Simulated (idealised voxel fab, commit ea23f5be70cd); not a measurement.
process module | voxel wiring stack
cross-section cut | 185 nm wide | cells 5 nm
A cross-section is a grid of square cells, given in bands from the top down. A band is one or more rows of cells.
Each band's line starts with the height of the band's top and of its bottom, in nm. Then come its materials from left to right, each with its width in nm. One material with "throughout" fills the band from edge to edge. "air" is empty space.
Height 0 is the level under which the wafer as received is all one material. The lowest band goes on downwards, as in "0 down".
A width such as "30 to 40" changes by the same amount from each row of cells to the next, from the band's top row to its bottom row.
"no change" after a step means that no cell of the cross-section changed.
closed voids: empty space of 8 cells or more with no open way to the top, each as width x height at its distance from the left edge, in nm
after a step's settings: what the simulator itself notes on the step
overlay nm, on a step with a mask: how far to the right of its planned place the mask lay; to the left if negative
Each pair below shows a cross-section before one step and the cross-section after it, down to the lowest band that changed. The line under each pair gives the step between them, with its settings. The pairs can come from different runs of this module on the same starting wafer, so a pair continues from the pair above only where its "before" says so.
before
  110 to 90: SiO2 15 | air 30 | SiO2 30 | air 30 | SiO2 30 | air 30 | SiO2 20
  90 to 75: SiO2 15 | air 15 | SiO2 105 | air 15 | SiO2 35
  75 to 70: SiCN throughout
  70 to 60: SiO2 15 | TiN 5 | Cu 20 | TiN 5 | SiO2 30 | TiN 5 | Cu 20 | TiN 5 | SiO2 30 | TiN 5 | Cu 20 | TiN 5 | SiO2 20
  60 to 55: SiO2 15 | TiN 5 | Cu 5 | TiN 20 | SiO2 30 | TiN 5 | Cu 5 | TiN 20 | SiO2 30 | TiN 5 | Cu 5 | TiN 20 | SiO2 20
  55 to 45: SiO2 15 | TiN 5 | Cu 5 | TiN 5 | SiO2 45 | TiN 5 | Cu 5 | TiN 5 | SiO2 45 | TiN 5 | Cu 5 | TiN 5 | SiO2 35
  45 to 40: SiCN 15 | TiN 15 | SiCN 45 | TiN 15 | SiCN 45 | TiN 15 | SiCN 35
  40 to 25: SiO2 15 | TiN 5 | Ru 20 | TiN 5 | SiO2 30 | TiN 5 | Ru 20 | TiN 5 | SiO2 30 | TiN 5 | Ru 20 | TiN 5 | SiO2 20
  25 to 20: SiO2 15 | TiN 30 | SiO2 30 | TiN 30 | SiO2 30 | TiN 30 | SiO2 20
  20 to 5: SiO2 throughout
  5 to 0: SiCN throughout
  0 down: Si throughout
  closed voids: none
after
  110 to 90: SiO2 15 | air 30 | SiO2 30 | air 30 | SiO2 30 | air 30 | SiO2 20
  90 to 75: SiO2 15 | air 15 | SiO2 105 | air 15 | SiO2 35
  75 to 70: SiCN 15 | air 15 | SiCN 105 | air 15 | SiCN 35
  below 70: unchanged
  closed voids: none
the step between: op MASKED_ETCH | tone open | mask id METAL_3 | width nm 30 | pitch nm 60 | etch materials SiCN | depth nm 5 | overlay nm 0
before: the cross-section after the pair above
after
  115 to 110: TiN 20 | air 20 | TiN 40 | air 20 | TiN 40 | air 20 | TiN 25
  110 to 95: SiO2 15 | TiN 5 | air 20 | TiN 5 | SiO2 30 | TiN 5 | air 20 | TiN 5 | SiO2 30 | TiN 5 | air 20 | TiN 5 | SiO2 20
  95 to 90: SiO2 15 | TiN 5 | air 5 | TiN 20 | SiO2 30 | TiN 30 | SiO2 30 | TiN 5 | air 5 | TiN 20 | SiO2 20
  90 to 75: SiO2 15 | TiN 5 | air 5 | TiN 5 | SiO2 105 | TiN 5 | air 5 | TiN 5 | SiO2 35
  75 to 70: SiCN 15 | TiN 15 | SiCN 105 | TiN 15 | SiCN 35
  below 70: unchanged
  closed voids: none
the step between: op CONFORMAL_DEP | material TiN | thk nm 5
before: the cross-section after the pair above
after
  120 to 115: Ru throughout
  115 to 110: TiN 20 | Ru 20 | TiN 40 | Ru 20 | TiN 40 | Ru 20 | TiN 25
  110 to 95: SiO2 15 | TiN 5 | Ru 20 | TiN 5 | SiO2 30 | TiN 5 | Ru 20 | TiN 5 | SiO2 30 | TiN 5 | Ru 20 | TiN 5 | SiO2 20
  95 to 90: SiO2 15 | TiN 5 | Ru 5 | TiN 20 | SiO2 30 | TiN 30 | SiO2 30 | TiN 5 | Ru 5 | TiN 20 | SiO2 20
  90 to 75: SiO2 15 | TiN 5 | Ru 5 | TiN 5 | SiO2 105 | TiN 5 | Ru 5 | TiN 5 | SiO2 35
  below 75: unchanged
  closed voids: none
the step between: op FILL_DEP | material Ru | thk nm 5
before: the cross-section after the pair above
after
  110 to 95: SiO2 15 | TiN 5 | Ru 20 | TiN 5 | SiO2 30 | TiN 5 | Ru 20 | TiN 5 | SiO2 30 | TiN 5 | Ru 20 | TiN 5 | SiO2 20
  below 95: unchanged
  closed voids: none
the step between: op CMP | height nm 110
before: the cross-section after the pair above
after
  115 to 110: SiCN throughout
  below 110: unchanged
  closed voids: none
the step between: op CONFORMAL_DEP | material SiCN | thk nm 5
before
  45 to 40: SiCN throughout
  40 to 20: SiO2 15 | TiN 5 | Ru 20 | TiN 5 | SiO2 30 | TiN 5 | Ru 20 | TiN 5 | SiO2 30 | TiN 5 | Ru 20 | TiN 5 | SiO2 20
  20 to 15: SiCN 15 | TiN 30 | SiCN 30 | TiN 30 | SiCN 30 | TiN 30 | SiCN 20
  15 to 0: SiO2 throughout
  0 down: Si throughout
  closed voids: none
after
  65 to 45: SiO2 throughout
  below 45: unchanged
  closed voids: none
the step between: op DIRECTIONAL_DEP | material SiO2 | thk nm 20
before: the cross-section after the pair above
after
  80 to 65: resist 15 | air 30 | resist 30 | air 30 | resist 30 | air 30 | resist 20
  below 65: unchanged
  closed voids: none
the step between: op PATTERN | tone open | mask id METAL_2 | material resist | width nm 30 | pitch nm 60 | thk nm 15 | overlay nm 0
before: the cross-section after the pair above
after
  80 to 65: resist 15 | air 30 | resist 30 | air 30 | resist 30 | air 30 | resist 20
  65 to 50: SiO2 15 | air 30 | SiO2 30 | air 30 | SiO2 30 | air 30 | SiO2 20
  below 50: unchanged
  closed voids: none
the step between: op DIRECTIONAL_ETCH | etch materials SiO2 | depth nm 15
before: the cross-section after the pair above
after
  65 to 50: SiO2 15 | air 30 | SiO2 30 | air 30 | SiO2 30 | air 30 | SiO2 20
  below 50: unchanged
  closed voids: none
the step between: op STRIP | etch materials resist
before: the cross-section after the pair above
after
  65 to 50: SiO2 15 | air 30 | SiO2 30 | air 30 | SiO2 30 | air 30 | SiO2 20
  50 to 45: SiO2 15 | air 15 | SiO2 45 | air 15 | SiO2 45 | air 15 | SiO2 35
  below 45: unchanged
  closed voids: none
the step between: op MASKED_ETCH | tone open | mask id METAL_2_HOLES | width nm 15 | pitch nm 60 | etch materials SiO2 | depth nm 10 | overlay nm 0
before: the cross-section after the pair above
after
  65 to 50: SiO2 15 | air 30 | SiO2 30 | air 30 | SiO2 30 | air 30 | SiO2 20
  50 to 45: SiO2 15 | air 15 | SiO2 45 | air 15 | SiO2 45 | air 15 | SiO2 35
  45 to 40: SiCN 15 | air 15 | SiCN 45 | air 15 | SiCN 45 | air 15 | SiCN 35
  below 40: unchanged
  closed voids: none
the step between: op MASKED_ETCH | tone open | mask id METAL_2_HOLES | width nm 15 | pitch nm 60 | etch materials SiCN | depth nm 5 | overlay nm 0
before: the cross-section after the pair above
after
  70 to 65: TiN 20 | air 20 | TiN 40 | air 20 | TiN 40 | air 20 | TiN 25
  65 to 55: SiO2 15 | TiN 5 | air 20 | TiN 5 | SiO2 30 | TiN 5 | air 20 | TiN 5 | SiO2 30 | TiN 5 | air 20 | TiN 5 | SiO2 20
  55 to 45: SiO2 15 | TiN 5 | air 5 | TiN 20 to 5 | SiO2 30 to 45 | TiN 5 | air 5 | TiN 20 to 5 | SiO2 30 to 45 | TiN 5 | air 5 | TiN 20 to 5 | SiO2 20 to 35
  45 to 40: SiCN 15 | TiN 15 | SiCN 45 | TiN 15 | SiCN 45 | TiN 15 | SiCN 35
  below 40: unchanged
  closed voids: none
the step between: op CONFORMAL_DEP | material TiN | thk nm 5
before: the cross-section after the pair above
after
  80 to 70: Cu throughout
  70 to 65: TiN 20 | Cu 20 | TiN 40 | Cu 20 | TiN 40 | Cu 20 | TiN 25
  65 to 55: SiO2 15 | TiN 5 | Cu 20 | TiN 5 | SiO2 30 | TiN 5 | Cu 20 | TiN 5 | SiO2 30 | TiN 5 | Cu 20 | TiN 5 | SiO2 20
  55 to 45: SiO2 15 | TiN 5 | Cu 5 | TiN 20 to 5 | SiO2 30 to 45 | TiN 5 | Cu 5 | TiN 20 to 5 | SiO2 30 to 45 | TiN 5 | Cu 5 | TiN 20 to 5 | SiO2 20 to 35
  below 45: unchanged
  closed voids: none
the step between: op FILL_DEP | material Cu | thk nm 10
before: the cross-section after the pair above
after
  70 to 65: TiN 20 | Cu 20 | TiN 40 | Cu 20 | TiN 40 | Cu 20 | TiN 25
  below 65: unchanged
  closed voids: none
the step between: op CMP | height nm 70
before: the cross-section after the pair above
after
  75 to 70: SiCN throughout
  below 70: unchanged
  closed voids: none
the step between: op CONFORMAL_DEP | material SiCN | thk nm 5
before: the cross-section after the pair above
after
  110 to 75: SiO2 throughout
  below 75: unchanged
  closed voids: none
the step between: op DIRECTIONAL_DEP | material SiO2 | thk nm 35
before: the cross-section after the pair above
after
  110 to 75: SiO2 15 | air 15 | SiO2 105 | air 15 | SiO2 35
  below 75: unchanged
  closed voids: none
the step between: op MASKED_ETCH | tone open | mask id METAL_3_HOLES | width nm 15 | pitch nm 120 | etch materials SiO2 | depth nm 35 | overlay nm 0
before: the cross-section after the pair above
after
  110 to 90: SiO2 15 | air 30 | SiO2 30 | air 30 | SiO2 30 | air 30 | SiO2 20
  below 90: unchanged
  closed voids: none
the step between: op MASKED_ETCH | tone open | mask id METAL_3 | width nm 30 | pitch nm 60 | etch materials SiO2 | depth nm 20 | overlay nm 0
before: the cross-section after the pair above
after
  110 to 90: SiO2 15 | air 30 | SiO2 30 | air 30 | SiO2 30 | air 30 | SiO2 20
  90 to 75: SiO2 15 | air 15 | SiO2 105 | air 15 | SiO2 35
  75 to 70: SiCN 15 | air 15 | SiCN 105 | air 15 | SiCN 35
  below 70: unchanged
  closed voids: none
the step between: op MASKED_ETCH | tone open | mask id METAL_3 | width nm 30 | pitch nm 60 | etch materials SiCN | depth nm 5 | overlay nm 0
before: the cross-section after the pair above
after
  115 to 110: TiN 20 | air 20 | TiN 40 | air 20 | TiN 40 | air 20 | TiN 25
  110 to 95: SiO2 15 | TiN 5 | air 20 | TiN 5 | SiO2 30 | TiN 5 | air 20 | TiN 5 | SiO2 30 | TiN 5 | air 20 | TiN 5 | SiO2 20
  95 to 90: SiO2 15 | TiN 5 | air 5 | TiN 20 | SiO2 30 | TiN 30 | SiO2 30 | TiN 5 | air 5 | TiN 20 | SiO2 20
  90 to 75: SiO2 15 | TiN 5 | air 5 | TiN 5 | SiO2 105 | TiN 5 | air 5 | TiN 5 | SiO2 35
  75 to 70: SiCN 15 | TiN 15 | SiCN 105 | TiN 15 | SiCN 35
  below 70: unchanged
  closed voids: none
the step between: op CONFORMAL_DEP | material TiN | thk nm 5
before: the cross-section after the pair above
after
  120 to 115: Ru throughout
  115 to 110: TiN 20 | Ru 20 | TiN 40 | Ru 20 | TiN 40 | Ru 20 | TiN 25
  110 to 95: SiO2 15 | TiN 5 | Ru 20 | TiN 5 | SiO2 30 | TiN 5 | Ru 20 | TiN 5 | SiO2 30 | TiN 5 | Ru 20 | TiN 5 | SiO2 20
  95 to 90: SiO2 15 | TiN 5 | Ru 5 | TiN 20 | SiO2 30 | TiN 30 | SiO2 30 | TiN 5 | Ru 5 | TiN 20 | SiO2 20
  90 to 75: SiO2 15 | TiN 5 | Ru 5 | TiN 5 | SiO2 105 | TiN 5 | Ru 5 | TiN 5 | SiO2 35
  below 75: unchanged
  closed voids: none
the step between: op FILL_DEP | material Ru | thk nm 5
before: the cross-section after the pair above
after
  110 to 95: SiO2 15 | TiN 5 | Ru 20 | TiN 5 | SiO2 30 | TiN 5 | Ru 20 | TiN 5 | SiO2 30 | TiN 5 | Ru 20 | TiN 5 | SiO2 20
  below 95: unchanged
  closed voids: none
the step between: op CMP | height nm 110
before: the cross-section after the pair above
after
  115 to 110: SiCN throughout
  below 110: unchanged
  closed voids: none
the step between: op CONFORMAL_DEP | material SiCN | thk nm 5
before
  40 to 20: SiO2 throughout
  20 to 15: SiCN throughout
  15 to 0: SiO2 throughout
  0 down: Si throughout
  closed voids: none
after
  40 to 20: SiO2 20 | air 20 | SiO2 40 | air 20 | SiO2 40 | air 20 | SiO2 25
  below 20: unchanged
  closed voids: none
the step between: op MASKED_ETCH | tone open | mask id METAL_1 | width nm 20 | pitch nm 60 | etch materials SiO2 | depth nm 20 | overlay nm 0
before: the cross-section after the pair above
after
  40 to 20: SiO2 20 | air 20 | SiO2 40 | air 20 | SiO2 40 | air 20 | SiO2 25
  20 to 15: SiCN 20 | air 20 | SiCN 40 | air 20 | SiCN 40 | air 20 | SiCN 25
  below 15: unchanged
  closed voids: none
the step between: op MASKED_ETCH | tone open | mask id METAL_1 | width nm 30 | pitch nm 60 | etch materials SiCN | depth nm 5 | overlay nm 0
before: the cross-section after the pair above
after
  45 to 40: TiN 25 | air 10 | TiN 50 | air 10 | TiN 50 | air 10 | TiN 30
  40 to 20: SiO2 20 | TiN 5 | air 10 | TiN 5 | SiO2 40 | TiN 5 | air 10 | TiN 5 | SiO2 40 | TiN 5 | air 10 | TiN 5 | SiO2 25
  20 to 15: SiCN 20 | TiN 20 | SiCN 40 | TiN 20 | SiCN 40 | TiN 20 | SiCN 25
  below 15: unchanged
  closed voids: none
the step between: op CONFORMAL_DEP | material TiN | thk nm 5
before: the cross-section after the pair above
after
  55 to 45: Ru throughout
  45 to 40: TiN 25 | Ru 10 | TiN 50 | Ru 10 | TiN 50 | Ru 10 | TiN 30
  40 to 20: SiO2 20 | TiN 5 | Ru 10 | TiN 5 | SiO2 40 | TiN 5 | Ru 10 | TiN 5 | SiO2 40 | TiN 5 | Ru 10 | TiN 5 | SiO2 25
  below 20: unchanged
  closed voids: none
the step between: op FILL_DEP | material Ru | thk nm 10
before: the cross-section after the pair above
after
  40 to 20: SiO2 20 | TiN 5 | Ru 10 | TiN 5 | SiO2 40 | TiN 5 | Ru 10 | TiN 5 | SiO2 40 | TiN 5 | Ru 10 | TiN 5 | SiO2 25
  below 20: unchanged
  closed voids: none
the step between: op CMP | height nm 40
before: the cross-section after the pair above
after
  45 to 40: SiCN throughout
  below 40: unchanged
  closed voids: none
the step between: op CONFORMAL_DEP | material SiCN | thk nm 5
before: the cross-section after the pair above
after
  70 to 45: SiO2 throughout
  below 45: unchanged
  closed voids: none
the step between: op DIRECTIONAL_DEP | material SiO2 | thk nm 25
before: the cross-section after the pair above
after
  85 to 70: resist 15 | air 30 | resist 30 | air 30 | resist 30 | air 30 | resist 20
  below 70: unchanged
  closed voids: none
the step between: op PATTERN | tone open | mask id METAL_2 | material resist | width nm 30 | pitch nm 60 | thk nm 15 | overlay nm 0
before: the cross-section after the pair above
after
  85 to 70: resist 15 | air 30 | resist 30 | air 30 | resist 30 | air 30 | resist 20
  70 to 55: SiO2 15 | air 30 | SiO2 30 | air 30 | SiO2 30 | air 30 | SiO2 20
  below 55: unchanged
  closed voids: none
the step between: op DIRECTIONAL_ETCH | etch materials SiO2 | depth nm 15
before: the cross-section after the pair above
after
  70 to 55: SiO2 15 | air 30 | SiO2 30 | air 30 | SiO2 30 | air 30 | SiO2 20
  below 55: unchanged
  closed voids: none
the step between: op STRIP | etch materials resist
before: the cross-section after the pair above
after
  70 to 55: SiO2 15 | air 30 | SiO2 30 | air 30 | SiO2 30 | air 30 | SiO2 20
  55 to 45: SiO2 15 | air 15 | SiO2 45 | air 15 | SiO2 45 | air 15 | SiO2 35
  below 45: unchanged
  closed voids: none
the step between: op MASKED_ETCH | tone open | mask id METAL_2_HOLES | width nm 15 | pitch nm 60 | etch materials SiO2 | depth nm 10 | overlay nm 0
before: the cross-section after the pair above
after
  70 to 55: SiO2 15 | air 30 | SiO2 30 | air 30 | SiO2 30 | air 30 | SiO2 20
  55 to 45: SiO2 15 | air 15 | SiO2 45 | air 15 | SiO2 45 | air 15 | SiO2 35
  45 to 40: SiCN 15 | air 15 | SiCN 45 | air 15 | SiCN 45 | air 15 | SiCN 35
  below 40: unchanged
  closed voids: none
the step between: op MASKED_ETCH | tone open | mask id METAL_2_HOLES | width nm 15 | pitch nm 60 | etch materials SiCN | depth nm 5 | overlay nm 0
before: the cross-section after the pair above
after
  75 to 70: TiN 20 | air 20 | TiN 40 | air 20 | TiN 40 | air 20 | TiN 25
  70 to 60: SiO2 15 | TiN 5 | air 20 | TiN 5 | SiO2 30 | TiN 5 | air 20 | TiN 5 | SiO2 30 | TiN 5 | air 20 | TiN 5 | SiO2 20
  60 to 55: SiO2 15 | TiN 5 | air 5 | TiN 20 | SiO2 30 | TiN 5 | air 5 | TiN 20 | SiO2 30 | TiN 5 | air 5 | TiN 20 | SiO2 20
  55 to 45: SiO2 15 | TiN 5 | air 5 | TiN 5 | SiO2 45 | TiN 5 | air 5 | TiN 5 | SiO2 45 | TiN 5 | air 5 | TiN 5 | SiO2 35
  45 to 40: SiCN 15 | TiN 15 | SiCN 45 | TiN 15 | SiCN 45 | TiN 15 | SiCN 35
  below 40: unchanged
  closed voids: none
the step between: op CONFORMAL_DEP | material TiN | thk nm 5
before: the cross-section after the pair above
after
  85 to 75: Cu throughout
  75 to 70: TiN 20 | Cu 20 | TiN 40 | Cu 20 | TiN 40 | Cu 20 | TiN 25
  70 to 60: SiO2 15 | TiN 5 | Cu 20 | TiN 5 | SiO2 30 | TiN 5 | Cu 20 | TiN 5 | SiO2 30 | TiN 5 | Cu 20 | TiN 5 | SiO2 20
  60 to 55: SiO2 15 | TiN 5 | Cu 5 | TiN 20 | SiO2 30 | TiN 5 | Cu 5 | TiN 20 | SiO2 30 | TiN 5 | Cu 5 | TiN 20 | SiO2 20
  55 to 45: SiO2 15 | TiN 5 | Cu 5 | TiN 5 | SiO2 45 | TiN 5 | Cu 5 | TiN 5 | SiO2 45 | TiN 5 | Cu 5 | TiN 5 | SiO2 35
  below 45: unchanged
  closed voids: none
the step between: op FILL_DEP | material Cu | thk nm 10
before: the cross-section after the pair above
after
  70 to 60: SiO2 15 | TiN 5 | Cu 20 | TiN 5 | SiO2 30 | TiN 5 | Cu 20 | TiN 5 | SiO2 30 | TiN 5 | Cu 20 | TiN 5 | SiO2 20
  below 60: unchanged
  closed voids: none
the step between: op CMP | height nm 70
before: the cross-section after the pair above
after
  75 to 70: SiCN throughout
  below 70: unchanged
  closed voids: none
the step between: op CONFORMAL_DEP | material SiCN | thk nm 5
before: the cross-section after the pair above
after
  110 to 75: SiO2 throughout
  below 75: unchanged
  closed voids: none
the step between: op DIRECTIONAL_DEP | material SiO2 | thk nm 35
before: the cross-section after the pair above
after
  110 to 75: SiO2 15 | air 15 | SiO2 105 | air 15 | SiO2 35
  below 75: unchanged
  closed voids: none
the step between: op MASKED_ETCH | tone open | mask id METAL_3_HOLES | width nm 15 | pitch nm 120 | etch materials SiO2 | depth nm 35 | overlay nm 0
before: the cross-section after the pair above
after
  110 to 90: SiO2 15 | air 30 | SiO2 30 | air 30 | SiO2 30 | air 30 | SiO2 20
  below 90: unchanged
  closed voids: none
the step between: op MASKED_ETCH | tone open | mask id METAL_3 | width nm 30 | pitch nm 60 | etch materials SiO2 | depth nm 20 | overlay nm 0
before: the cross-section after the pair above
after
  110 to 90: SiO2 15 | air 30 | SiO2 30 | air 30 | SiO2 30 | air 30 | SiO2 20
  90 to 75: SiO2 15 | air 15 | SiO2 105 | air 15 | SiO2 35
  75 to 70: SiCN 15 | air 15 | SiCN 105 | air 15 | SiCN 35
  below 70: unchanged
  closed voids: none
the step between: op MASKED_ETCH | tone open | mask id METAL_3 | width nm 30 | pitch nm 60 | etch materials SiCN | depth nm 5 | overlay nm 0
before: the cross-section after the pair above
after
  115 to 110: TiN 20 | air 20 | TiN 40 | air 20 | TiN 40 | air 20 | TiN 25
  110 to 95: SiO2 15 | TiN 5 | air 20 | TiN 5 | SiO2 30 | TiN 5 | air 20 | TiN 5 | SiO2 30 | TiN 5 | air 20 | TiN 5 | SiO2 20
  95 to 90: SiO2 15 | TiN 5 | air 5 | TiN 20 | SiO2 30 | TiN 30 | SiO2 30 | TiN 5 | air 5 | TiN 20 | SiO2 20
  90 to 75: SiO2 15 | TiN 5 | air 5 | TiN 5 | SiO2 105 | TiN 5 | air 5 | TiN 5 | SiO2 35
  75 to 70: SiCN 15 | TiN 15 | SiCN 105 | TiN 15 | SiCN 35
  below 70: unchanged
  closed voids: none
the step between: op CONFORMAL_DEP | material TiN | thk nm 5
before: the cross-section after the pair above
after
  120 to 115: Ru throughout
  115 to 110: TiN 20 | Ru 20 | TiN 40 | Ru 20 | TiN 40 | Ru 20 | TiN 25
  110 to 95: SiO2 15 | TiN 5 | Ru 20 | TiN 5 | SiO2 30 | TiN 5 | Ru 20 | TiN 5 | SiO2 30 | TiN 5 | Ru 20 | TiN 5 | SiO2 20
  95 to 90: SiO2 15 | TiN 5 | Ru 5 | TiN 20 | SiO2 30 | TiN 30 | SiO2 30 | TiN 5 | Ru 5 | TiN 20 | SiO2 20
  90 to 75: SiO2 15 | TiN 5 | Ru 5 | TiN 5 | SiO2 105 | TiN 5 | Ru 5 | TiN 5 | SiO2 35
  below 75: unchanged
  closed voids: none
the step between: op FILL_DEP | material Ru | thk nm 5
before: the cross-section after the pair above
after
  110 to 95: SiO2 15 | TiN 5 | Ru 20 | TiN 5 | SiO2 30 | TiN 5 | Ru 20 | TiN 5 | SiO2 30 | TiN 5 | Ru 20 | TiN 5 | SiO2 20
  below 95: unchanged
  closed voids: none
the step between: op CMP | height nm 110
before: the cross-section after the pair above
after
  115 to 110: SiCN throughout
  below 110: unchanged
  closed voids: none
the step between: op CONFORMAL_DEP | material SiCN | thk nm 5
before
  70 to 55: SiO2 15 | air 30 | SiO2 30 | air 30 | SiO2 30 | air 30 | SiO2 20
  55 to 45: SiO2 15 | air 15 | SiO2 45 | air 15 | SiO2 45 | air 15 | SiO2 35
  45 to 40: SiCN throughout
  40 to 20: SiO2 15 | TiN 5 | Ru 20 | TiN 5 | SiO2 30 | TiN 5 | Ru 20 | TiN 5 | SiO2 30 | TiN 5 | Ru 20 | TiN 5 | SiO2 20
  20 to 15: SiCN 15 | TiN 30 | SiCN 30 | TiN 30 | SiCN 30 | TiN 30 | SiCN 20
  15 to 0: SiO2 throughout
  0 down: Si throughout
  closed voids: none
after
  70 to 55: SiO2 15 | air 30 | SiO2 30 | air 30 | SiO2 30 | air 30 | SiO2 20
  55 to 45: SiO2 15 | air 15 | SiO2 45 | air 15 | SiO2 45 | air 15 | SiO2 35
  45 to 40: SiCN 25 | air 5 | SiCN 55 | air 5 | SiCN 55 | air 5 | SiCN 35
  below 40: unchanged
  closed voids: none
the step between: op MASKED_ETCH | tone open | mask id METAL_2_HOLES | width nm 15 | pitch nm 60 | etch materials SiCN | depth nm 5 | overlay nm 10
before: the cross-section after the pair above
after
  75 to 70: TiN 20 | air 20 | TiN 40 | air 20 | TiN 40 | air 20 | TiN 25
  70 to 60: SiO2 15 | TiN 5 | air 20 | TiN 5 | SiO2 30 | TiN 5 | air 20 | TiN 5 | SiO2 30 | TiN 5 | air 20 | TiN 5 | SiO2 20
  60 to 50: SiO2 15 | TiN 5 | air 5 | TiN 20 to 5 | SiO2 30 to 45 | TiN 5 | air 5 | TiN 20 to 5 | SiO2 30 to 45 | TiN 5 | air 5 | TiN 20 to 5 | SiO2 20 to 35
  50 to 45: SiO2 15 | TiN 15 | SiO2 45 | TiN 15 | SiO2 45 | TiN 15 | SiO2 35
  45 to 40: SiCN 25 | TiN 5 | SiCN 55 | TiN 5 | SiCN 55 | TiN 5 | SiCN 35
  below 40: unchanged
  closed voids: none
the step between: op CONFORMAL_DEP | material TiN | thk nm 5
before: the cross-section after the pair above
after
  85 to 75: Cu throughout
  75 to 70: TiN 20 | Cu 20 | TiN 40 | Cu 20 | TiN 40 | Cu 20 | TiN 25
  70 to 60: SiO2 15 | TiN 5 | Cu 20 | TiN 5 | SiO2 30 | TiN 5 | Cu 20 | TiN 5 | SiO2 30 | TiN 5 | Cu 20 | TiN 5 | SiO2 20
  60 to 50: SiO2 15 | TiN 5 | Cu 5 | TiN 20 to 5 | SiO2 30 to 45 | TiN 5 | Cu 5 | TiN 20 to 5 | SiO2 30 to 45 | TiN 5 | Cu 5 | TiN 20 to 5 | SiO2 20 to 35
  below 50: unchanged
  closed voids: none
the step between: op FILL_DEP | material Cu | thk nm 10
before: the cross-section after the pair above
after
  70 to 60: SiO2 15 | TiN 5 | Cu 20 | TiN 5 | SiO2 30 | TiN 5 | Cu 20 | TiN 5 | SiO2 30 | TiN 5 | Cu 20 | TiN 5 | SiO2 20
  below 60: unchanged
  closed voids: none
the step between: op CMP | height nm 70
before: the cross-section after the pair above
after
  75 to 70: SiCN throughout
  below 70: unchanged
  closed voids: none
the step between: op CONFORMAL_DEP | material SiCN | thk nm 5
before: the cross-section after the pair above
after
  110 to 75: SiO2 throughout
  below 75: unchanged
  closed voids: none
the step between: op DIRECTIONAL_DEP | material SiO2 | thk nm 35
before: the cross-section after the pair above
after
  110 to 75: SiO2 15 | air 15 | SiO2 105 | air 15 | SiO2 35
  below 75: unchanged
  closed voids: none
the step between: op MASKED_ETCH | tone open | mask id METAL_3_HOLES | width nm 15 | pitch nm 120 | etch materials SiO2 | depth nm 35 | overlay nm 0
before: the cross-section after the pair above
after
  110 to 90: SiO2 15 | air 30 | SiO2 30 | air 30 | SiO2 30 | air 30 | SiO2 20
  below 90: unchanged
  closed voids: none
the step between: op MASKED_ETCH | tone open | mask id METAL_3 | width nm 30 | pitch nm 60 | etch materials SiO2 | depth nm 20 | overlay nm 0
before: the cross-section after the pair above
after
  110 to 90: SiO2 15 | air 30 | SiO2 30 | air 30 | SiO2 30 | air 30 | SiO2 20
  90 to 75: SiO2 15 | air 15 | SiO2 105 | air 15 | SiO2 35
  75 to 70: SiCN 15 | air 15 | SiCN 105 | air 15 | SiCN 35
  below 70: unchanged
  closed voids: none
the step between: op MASKED_ETCH | tone open | mask id METAL_3 | width nm 30 | pitch nm 60 | etch materials SiCN | depth nm 5 | overlay nm 0
before: the cross-section after the pair above
after
  115 to 110: TiN 20 | air 20 | TiN 40 | air 20 | TiN 40 | air 20 | TiN 25
  110 to 95: SiO2 15 | TiN 5 | air 20 | TiN 5 | SiO2 30 | TiN 5 | air 20 | TiN 5 | SiO2 30 | TiN 5 | air 20 | TiN 5 | SiO2 20
  95 to 90: SiO2 15 | TiN 5 | air 5 | TiN 20 | SiO2 30 | TiN 30 | SiO2 30 | TiN 5 | air 5 | TiN 20 | SiO2 20
  90 to 75: SiO2 15 | TiN 5 | air 5 | TiN 5 | SiO2 105 | TiN 5 | air 5 | TiN 5 | SiO2 35
  75 to 70: SiCN 15 | TiN 15 | SiCN 105 | TiN 15 | SiCN 35
  below 70: unchanged
  closed voids: none
the step between: op CONFORMAL_DEP | material TiN | thk nm 5
before: the cross-section after the pair above
after
  120 to 115: Ru throughout
  115 to 110: TiN 20 | Ru 20 | TiN 40 | Ru 20 | TiN 40 | Ru 20 | TiN 25
  110 to 95: SiO2 15 | TiN 5 | Ru 20 | TiN 5 | SiO2 30 | TiN 5 | Ru 20 | TiN 5 | SiO2 30 | TiN 5 | Ru 20 | TiN 5 | SiO2 20
  95 to 90: SiO2 15 | TiN 5 | Ru 5 | TiN 20 | SiO2 30 | TiN 30 | SiO2 30 | TiN 5 | Ru 5 | TiN 20 | SiO2 20
  90 to 75: SiO2 15 | TiN 5 | Ru 5 | TiN 5 | SiO2 105 | TiN 5 | Ru 5 | TiN 5 | SiO2 35
  below 75: unchanged
  closed voids: none
the step between: op FILL_DEP | material Ru | thk nm 5
before: the cross-section after the pair above
after
  110 to 95: SiO2 15 | TiN 5 | Ru 20 | TiN 5 | SiO2 30 | TiN 5 | Ru 20 | TiN 5 | SiO2 30 | TiN 5 | Ru 20 | TiN 5 | SiO2 20
  below 95: unchanged
  closed voids: none
the step between: op CMP | height nm 110
before: the cross-section after the pair above
after
  115 to 110: SiCN throughout
  below 110: unchanged
  closed voids: none
the step between: op CONFORMAL_DEP | material SiCN | thk nm 5
before
  110 to 90: SiO2 15 | air 30 | SiO2 30 | air 30 | SiO2 30 | air 30 | SiO2 20
  90 to 75: SiO2 15 | air 15 | SiO2 105 | air 15 | SiO2 35
  75 to 70: SiCN throughout
  70 to 60: SiO2 15 | TiN 5 | Cu 20 | TiN 5 | SiO2 30 | TiN 5 | Cu 20 | TiN 5 | SiO2 30 | TiN 5 | Cu 20 | TiN 5 | SiO2 20
  60 to 55: SiO2 15 | TiN 5 | Cu 5 | TiN 20 | SiO2 30 | TiN 5 | Cu 5 | TiN 20 | SiO2 30 | TiN 5 | Cu 5 | TiN 20 | SiO2 20
  55 to 45: SiO2 15 | TiN 5 | Cu 5 | TiN 5 | SiO2 45 | TiN 5 | Cu 5 | TiN 5 | SiO2 45 | TiN 5 | Cu 5 | TiN 5 | SiO2 35
  45 to 40: SiCN 15 | TiN 15 | SiCN 45 | TiN 15 | SiCN 45 | TiN 15 | SiCN 35
  40 to 20: SiO2 15 | TiN 5 | Ru 20 | TiN 5 | SiO2 30 | TiN 5 | Ru 20 | TiN 5 | SiO2 30 | TiN 5 | Ru 20 | TiN 5 | SiO2 20
  20 to 15: SiCN 15 | TiN 30 | SiCN 30 | TiN 30 | SiCN 30 | TiN 30 | SiCN 20
  15 to 0: SiO2 throughout
  0 down: Si throughout
  closed voids: none
after
  110 to 85: SiO2 15 | air 30 | SiO2 30 | air 30 | SiO2 30 | air 30 | SiO2 20
  below 85: unchanged
  closed voids: none
the step between: op MASKED_ETCH | tone open | mask id METAL_3 | width nm 30 | pitch nm 60 | etch materials SiO2 | depth nm 5 | overlay nm 0
